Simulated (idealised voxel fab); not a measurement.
Name of the process module below: voxel transistor to metal
In the cross-section labelled cut, the width is 200 nm and each square cell is 5 nm.
A cross-section is written here as square cells arranged in a grid, and it is given in bands from the top down, each band taking up one or more rows of cells.
Heads up on the band format: heights come first, top then bottom, in nm. After that it's the materials left to right, each with its width in nm. A single material flagged "full width" fills the whole band edge to edge, and "air" means there's empty space there.
Zero point of the height axis is 0; under it, received wafer = one material. Lowest band: continues down indefinitely, "0 -> down".
You'd read "30->40" like this: the band's top row of cells is as wide as the first number, its bottom row is as wide as the second, and going down, every row changes width by the same amount as the row before did.
Given "no alteration" for a step, no cell of the cross-section differs between before and after that step.
Entry "Enclosed cavities" = empty spaces >= 8 cells with no open way to the top; each as width x height at distance, distance from left edge, all nm.
On a step's line, text after the settings is the simulator commenting on that step.
overlay nm: how far to the right of its planned place the mask lay on this masked step (negative: to the left).
**Planned process steps**
1,RECEIVE: material Si
2,CONFORMAL_DEP: material SiO2, thk nm 5
3,CONFORMAL_DEP: material SiN, thk nm 15
4,PATTERN: tone cover, mask id ACTIVE, material resist, width nm 100, thk nm 15, overlay nm 0
5,DIRECTIONAL_ETCH: etch materials SiN, depth nm 15
6,DIRECTIONAL_ETCH: etch materials SiO2, depth nm 5
7,DIRECTIONAL_ETCH: etch materials Si, depth nm 35
8,STRIP: etch materials resist
9,FILL_DEP: material SiO2, thk nm 15
10,CMP: height nm 20
11,SELECTIVE_ETCH: etch materials SiO2, depth nm 5
12,STRIP: etch materials SiN
13,SELECTIVE_ETCH: etch materials SiO2, depth nm 5
14,OXIDIZE: depth nm 5
15,DIRECTIONAL_DEP: material polySi, thk nm 30
16,DIRECTIONAL_DEP: material SiCN, thk nm 10
17,PATTERN: tone cover, mask id GATE, material resist, width nm 20, thk nm 15, overlay nm 0
18,DIRECTIONAL_ETCH: etch materials SiCN, depth nm 20
19,DIRECTIONAL_ETCH: etch materials polySi, depth nm 40
20,STRIP: etch materials resist
21,CONFORMAL_DEP: material SiO2, thk nm 5
22,DIRECTIONAL_ETCH: etch materials SiO2, depth nm 5
23,CONFORMAL_DEP: material SiN, thk nm 5
24,DIRECTIONAL_ETCH: etch materials SiN, depth nm 5
25,DIRECTIONAL_ETCH: etch materials SiO2, depth nm 5
26,DIRECTIONAL_ETCH: etch materials Si, depth nm 15
27,EPI: material SiGe, thk nm 15
28,FILL_DEP: material SiO2, thk nm 5
29,CMP: height nm 40
30,DIRECTIONAL_DEP: material SiO2, thk nm 15
31,MASKED_ETCH: tone open, mask id CONTACT, width nm 20, pitch nm 70, etch materials SiO2, depth nm 45, overlay nm 0
32,CONFORMAL_DEP: material TiN, thk nm 5
33,FILL_DEP: material W, thk nm 10
34,CMP: height nm 55
35,DIRECTIONAL_DEP: material TiN, thk nm 5
36,DIRECTIONAL_DEP: material Ru, thk nm 20
37,DIRECTIONAL_DEP: material aC, thk nm 15
38,PATTERN: tone cover, mask id METAL_1, material resist, width nm 20, pitch nm 70, thk nm 30, overlay nm 0
39,DIRECTIONAL_ETCH: etch materials aC, depth nm 15
40,STRIP: etch materials resist
41,DIRECTIONAL_ETCH: etch materials Ru, depth nm 20
42,DIRECTIONAL_ETCH: etch materials TiN, depth nm 5
43,STRIP: etch materials aC
44,FILL_DEP: material lowk, thk nm 10
45,CMP: height nm 80
46,CONFORMAL_DEP: material SiCN, thk nm 5
47,DIRECTIONAL_DEP: material SiO2, thk nm 30
48,PATTERN: tone open, mask id METAL_2_HOLES, material resist, width nm 15, pitch nm 70, thk nm 20, overlay nm 0
49,DIRECTIONAL_ETCH: etch materials SiO2, depth nm 30
50,STRIP: etch materials resist
51,DIRECTIONAL_DEP: material aC, thk nm 15
52,PATTERN: tone open, mask id METAL_2, material resist, width nm 20, pitch nm 70, thk nm 30, overlay nm 0
53,DIRECTIONAL_ETCH: etch materials aC, depth nm 15
54,STRIP: etch materials resist
55,DIRECTIONAL_ETCH: etch materials SiO2, depth nm 15
56,DIRECTIONAL_ETCH: etch materials SiCN, depth nm 5
57,STRIP: etch materials aC
58,CONFORMAL_DEP: material TiN, thk nm 5
59,FILL_DEP: material Cu, thk nm 10
60,CMP: height nm 115
61,CONFORMAL_DEP: material SiN, thk nm 5
**So this is the incoming wafer in cross-section - it's already been through step 1**
  0 -> down: Si full width
  Enclosed cavities: none
**Below is the wafer in cross-section after the module was completed. It began from the starting point shown above and followed the plan shown above, except that one mistake was made while running it**
  120 -> 115: SiN full width
  115 -> 105: SiO2 55 nm, TiN 5 nm, Cu 10 nm, TiN 5 nm, SiO2 50 nm, TiN 5 nm, Cu 10 nm, TiN 5 nm, SiO2 55 nm
  105 -> 100: SiO2 55 nm, TiN 5 nm, Cu 5 nm, TiN 10 nm, SiO2 50 nm, TiN 5 nm, Cu 5 nm, TiN 10 nm, SiO2 55 nm
  100 -> 85: SiO2 55 nm, TiN 5 nm, Cu 5 nm, TiN 5 nm, SiO2 55 nm, TiN 5 nm, Cu 5 nm, TiN 5 nm, SiO2 60 nm
  85 -> 80: SiCN 55 nm, TiN 15 nm, SiCN 55 nm, TiN 15 nm, SiCN 60 nm
  80 -> 60: lowk 55 nm, Ru 20 nm, lowk 50 nm, Ru 20 nm, lowk 55 nm
  60 -> 55: lowk 55 nm, TiN 20 nm, lowk 50 nm, TiN 20 nm, lowk 55 nm
  55 -> 40: SiO2 55 nm, TiN 5 nm, W 10 nm, TiN 5 nm, SiO2 50 nm, TiN 5 nm, W 10 nm, TiN 5 nm, SiO2 55 nm
  40 -> 30: SiO2 55 nm, TiN 5 nm, W 10 nm, TiN 5 nm, SiO2 5 nm, SiN 5 nm, SiO2 5 nm, SiCN 20 nm, SiO2 5 nm, SiN 5 nm, SiO2 5 nm, TiN 5 nm, W 10 nm, TiN 5 nm, SiO2 55 nm
  30 -> 15: SiO2 55 nm, TiN 5 nm, W 10 nm, TiN 5 nm, SiO2 5 nm, SiN 5 nm, SiO2 5 nm, polySi 20 nm, SiO2 5 nm, SiN 5 nm, SiO2 5 nm, TiN 5 nm, W 10 nm, TiN 5 nm, SiO2 55 nm
  15 -> 10: SiO2 55 nm, TiN 20 nm, SiO2 5 nm, SiN 5 nm, SiO2 5 nm, polySi 20 nm, SiO2 5 nm, SiN 5 nm, SiO2 5 nm, TiN 20 nm, SiO2 55 nm
  10 -> 5: SiO2 45 nm, SiN 5 nm, SiO2 15 nm, SiGe 15 nm, SiN 5 nm, SiO2 5 nm, polySi 20 nm, SiO2 5 nm, SiN 5 nm, SiGe 15 nm, SiO2 15 nm, SiN 5 nm, SiO2 45 nm
  5 -> 0: SiO2 45 nm, SiN 5 nm, SiGe 30 nm, SiN 5 nm, SiO2 5 nm, polySi 20 nm, SiO2 5 nm, SiN 5 nm, SiGe 30 nm, SiN 5 nm, SiO2 45 nm
  0 -> -5: SiO2 50 nm, SiGe 30 nm, SiO2 40 nm, SiGe 30 nm, SiO2 50 nm
  -5 -> -10: SiO2 55 nm, SiGe 25 nm, Si 40 nm, SiGe 25 nm, SiO2 55 nm
  -10 -> -20: SiO2 50 nm, Si 5 nm, SiGe 25 nm, Si 40 nm, SiGe 25 nm, Si 5 nm, SiO2 50 nm
  -20 -> -35: SiO2 50 nm, Si 100 nm, SiO2 50 nm
  -35 -> down: Si full width
  Enclosed cavities: none
Here's what went sideways: transposition of steps 11 and 12 relative to the planned sequence
